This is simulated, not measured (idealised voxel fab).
The document below concerns the process module designated voxel self aligned contacts.
Pictured: cross-section cut, 160 nm wide, on a grid of 5 nm square cells.
Just so we're on the same page, the cross-sections are grids of square cells, and they're listed out in bands top to bottom, each band one or more rows deep.
For a band, the entry starts with two heights in nm, that of the top and then that of the bottom, and carries on with the band's materials in order from left to right, each alongside its width in nm; the word "edge to edge" beside a single material means it fills the band edge to edge, and "air" means empty space.
Zero point of the height axis is 0; under it, received wafer = one material. Lowest band: continues down indefinitely, "0..down".
Read "30 to 40" as a graded width: first number on top, second number at the bottom, same change between each pair of neighbouring rows.
The cross-section has no changed cell in any step marked "nothing changed".
Heads up: "Voids, fully enclosed" only lists the empty pockets with no open path to the top that are 8 cells or more, and it writes them as width x height at distance, distance from the left edge, in nm.
Note: text after step settings on the step line = simulator remark on that step.
The "overlay nm" setting may appear on a step's line; for a step that uses a mask, it gives how far to the right of its planned position the mask lay, and a negative value indicates the left.

PLANNED STEP LIST FOR THE PROCESS
1. RECEIVE | material Si
2. CONFORMAL_DEP | material SiO2 | thk nm 5
3. DIRECTIONAL_DEP | material polySi | thk nm 30
4. DIRECTIONAL_DEP | material SiN | thk nm 20
5. MASKED_ETCH | tone cover | mask id GATE | width nm 30 | pitch nm 60 | etch materials SiN | depth nm 20 | overlay nm 0
6. MASKED_ETCH | tone cover | mask id GATE | width nm 30 | pitch nm 60 | etch materials polySi | depth nm 30 | overlay nm 0
7. CONFORMAL_DEP | material SiN | thk nm 5
8. DIRECTIONAL_ETCH | etch materials SiN | depth nm 5
9. FILL_DEP | material SiO2 | thk nm 20
10. CMP | height nm 65
11. DIRECTIONAL_DEP | material aC | thk nm 10
12. PATTERN | tone open | mask id CONTACT | material resist | width nm 30 | thk nm 25 | overlay nm 0
13. DIRECTIONAL_ETCH | etch materials aC | depth nm 10
14. STRIP | etch materials resist
15. DIRECTIONAL_ETCH | etch materials SiO2 | depth nm 65
16. STRIP | etch materials aC
17. CONFORMAL_DEP | material TiN | thk nm 5
18. FILL_DEP | material Ru | thk nm 5
19. CMP | height nm 65
20. CONFORMAL_DEP | material SiCN | thk nm 5
For clarity, it should be stated that the wafers under discussion commence in an identical condition and differ with respect to the width nm of step 12, the plan indicating the value that the first wafer had.

THE FIRST OF SEVERAL WAFERS, AS RECEIVED AFTER STEP 1, SEEN IN SECTION
- 0..down = Si edge to edge
- Voids, fully enclosed: none

FIRST OF SEVERAL WAFERS, SECTIONED AT END OF MODULE (LAST STEP: STEP 20)
- 70..65 = SiCN edge to edge
- 65..55 = SiO2 65, then TiN 5 to 10, then Ru 20 to 10, then TiN 5 to 10, then SiO2 65
- 55..35 = SiO2 30, then SiN 40, then TiN 5, then Ru 10, then TiN 5, then SiN 40, then SiO2 30
- 35..5 = SiO2 30, then SiN 5, then polySi 30, then SiN 5, then TiN 5, then Ru 10, then TiN 5, then SiN 5, then polySi 30, then SiN 5, then SiO2 30
- 5..0 = SiO2 70, then TiN 20, then SiO2 70
- 0..down = Si edge to edge
- Voids, fully enclosed: none

END OF MODULE: CROSS-SECTION, LAST OF SEVERAL WAFERS
- 70..65 = SiCN edge to edge
- 65..55 = SiO2 55, then TiN 5 to 20, then Ru 45 to 10, then TiN 5 to 25, then SiO2 50
- 55..35 = SiO2 30, then SiN 40, then TiN 5, then Ru 10, then TiN 5, then SiN 40, then SiO2 30
- 35..5 = SiO2 30, then SiN 5, then polySi 30, then SiN 5, then TiN 5, then Ru 10, then TiN 5, then SiN 5, then polySi 30, then SiN 5, then SiO2 30
- 5..0 = SiO2 70, then TiN 20, then SiO2 70
- 0..down = Si edge to edge
- Voids, fully enclosed: none

BELOW IS A PER-WAFER TABLE. IN IT, EACH ROW DESCRIBES THE WAFER AT THE END OF THE MODULE BY GIVING, FOR EACH MATERIAL, THE NUMBER OF CELLS GAINED (+) OR LOST (-) SINCE THE WAFER WAS RECEIVED, AND AFTER THAT THE CLOSED VOIDS OF THE WAFER
width nm 30; +26 Ru; +32 SiCN; +88 SiN; +200 SiO2; +30 TiN; +72 polySi; Voids, fully enclosed: none
width nm 35; +27 Ru; +32 SiCN; +88 SiN; +198 SiO2; +31 TiN; +72 polySi; Voids, fully enclosed: none
width nm 40; +28 Ru; +32 SiCN; +88 SiN; +196 SiO2; +32 TiN; +72 polySi; Voids, fully enclosed: none
width nm 45; +29 Ru; +32 SiCN; +88 SiN; +194 SiO2; +33 TiN; +72 polySi; Voids, fully enclosed: none
width nm 50; +30 Ru; +32 SiCN; +88 SiN; +192 SiO2; +34 TiN; +72 polySi; Voids, fully enclosed: none
width nm 55; +31 Ru; +32 SiCN; +88 SiN; +190 SiO2; +35 TiN; +72 polySi; Voids, fully enclosed: none
